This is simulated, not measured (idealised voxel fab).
process module | voxel released beams
cross-section cut | 260 nm wide | cells 5 nm
A cross-section is a grid of square cells, given in bands from the top down. A band is one or more rows of cells.
Each band's line starts with the height of the band's top and of its bottom, in nm. Then come its materials from left to right, each with its width in nm. One material with "throughout" fills the band from edge to edge. "air" is empty space.
Height 0 is the level under which the wafer as received is all one material. The lowest band goes on downwards, as in "0 down".
A width such as "30 to 40" changes by the same amount from each row of cells to the next, from the band's top row to its bottom row.
"no change" after a step means that no cell of the cross-section changed.
closed voids: empty space of 8 cells or more with no open way to the top, each as width x height at its distance from the left edge, in nm
after a step's settings: what the simulator itself notes on the step
overlay nm, on a step with a mask: how far to the right of its planned place the mask lay; to the left if negative
plan
1 op RECEIVE | material Si
2 op CONFORMAL_DEP | material SiN | thk nm 5
3 op DIRECTIONAL_DEP | material SiO2 | thk nm 20
4 op DIRECTIONAL_DEP | material aC | thk nm 15
5 op PATTERN | tone open | mask id ANCHOR | material resist | width nm 25 | thk nm 35 | overlay nm 0
6 op DIRECTIONAL_ETCH | etch materials aC | depth nm 15
7 op STRIP | etch materials resist
8 op DIRECTIONAL_ETCH | etch materials SiO2 | depth nm 20
9 op STRIP | etch materials aC
10 op CONFORMAL_DEP | material TiN | thk nm 10
11 op MASKED_ETCH | tone cover | mask id BEAM | width nm 100 | etch materials TiN | depth nm 10 | overlay nm 0
12 op STRIP | etch materials SiO2
as received, after step 1
  0 down: Si throughout
  closed voids: none
a wafer at the end: this start, this plan, one mistake
  45 to 35: air 75 | TiN 15 | air 5 | TiN 80 | air 85
  35 to 25: air 80 | TiN 10 | air 5 | TiN 10 | air 155
  25 to 15: air 80 | TiN 25 | air 155
  15 to 0: SiN throughout
  0 down: Si throughout
  closed voids: none
what went wrong: step 2 ran as: op CONFORMAL_DEP | material SiN | thk nm 15
